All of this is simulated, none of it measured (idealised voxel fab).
The name of this process module is voxel fin reveal.
We display cut, a cross-section 200 nm in width whose square cells are each 5 nm.
Format of a cross-section: grid, square cells. Given as bands. Order: top down. Band: one or more rows of cells. A band entry consists of two parts. The first gives the height of the band's top and the height of its bottom, in nm. The rest lists the band's materials from left to right, each with its width in nm. A single material labelled with the word "everywhere" fills the band from edge to edge, and the word "empty" marks empty space. Measure heights from 0. That's the level where, below it, the as-received wafer is all one material. The lowest band is bottomless and extends downward; write it as in "0 and below". A two-number width, for instance "30 to 40", indicates that the width is equal to the first number in the top row of the band and to the second number in the bottom row, and that it changes by a constant amount per row of cells. "remained unchanged" for a step: no cell of the cross-section changed in that step. Reported under the label "Voids lacking openings" are the empty spaces having no open way to the top and comprising 8 cells or more; the notation for each is width x height at distance, in which the distance is measured from the left edge and all three values are in nm. Anything after a step's settings on that line? It's the simulator's own note about the step. overlay nm: for a step with a mask, the amount by which the mask lay right of where it was planned; a negative amount means left of it.
**Steps planned for the process**
1) RECEIVE (material Si)
2) CONFORMAL_DEP (material SiN; thk nm 10)
3) MASKED_ETCH (tone cover; mask id FINS; width nm 15; pitch nm 35; etch materials SiN; depth nm 10; overlay nm 0)
4) MASKED_ETCH (tone cover; mask id FINS; width nm 15; pitch nm 35; etch materials Si; depth nm 40; overlay nm 0)
5) FILL_DEP (material SiO2; thk nm 15)
6) CMP (height nm 10)
7) SELECTIVE_ETCH (etch materials SiO2; depth nm 25)
8) STRIP (etch materials SiN)
**Cross-sectional view of the wafer in its as-received condition, corresponding to the state after step 1**
  0 and below: Si everywhere
  Voids lacking openings: none
**Figure: cross-sectional view of the wafer upon completion of the module, processed from the initial state and according to the plan depicted above, with one error introduced during execution**
  0 down to -15: empty: 75, then Si: 15, then empty: 20, then Si: 15, then empty: 75
  -15 down to -35: SiO2: 75, then Si: 15, then SiO2: 20, then Si: 15, then SiO2: 75
  -35 and below: Si everywhere
  Voids lacking openings: none
Error vs. plan: contrary to plan, step 4 was performed as MASKED_ETCH (tone cover; mask id FINS; width nm 15; pitch nm 35; etch materials Si; depth nm 35; overlay nm 0)
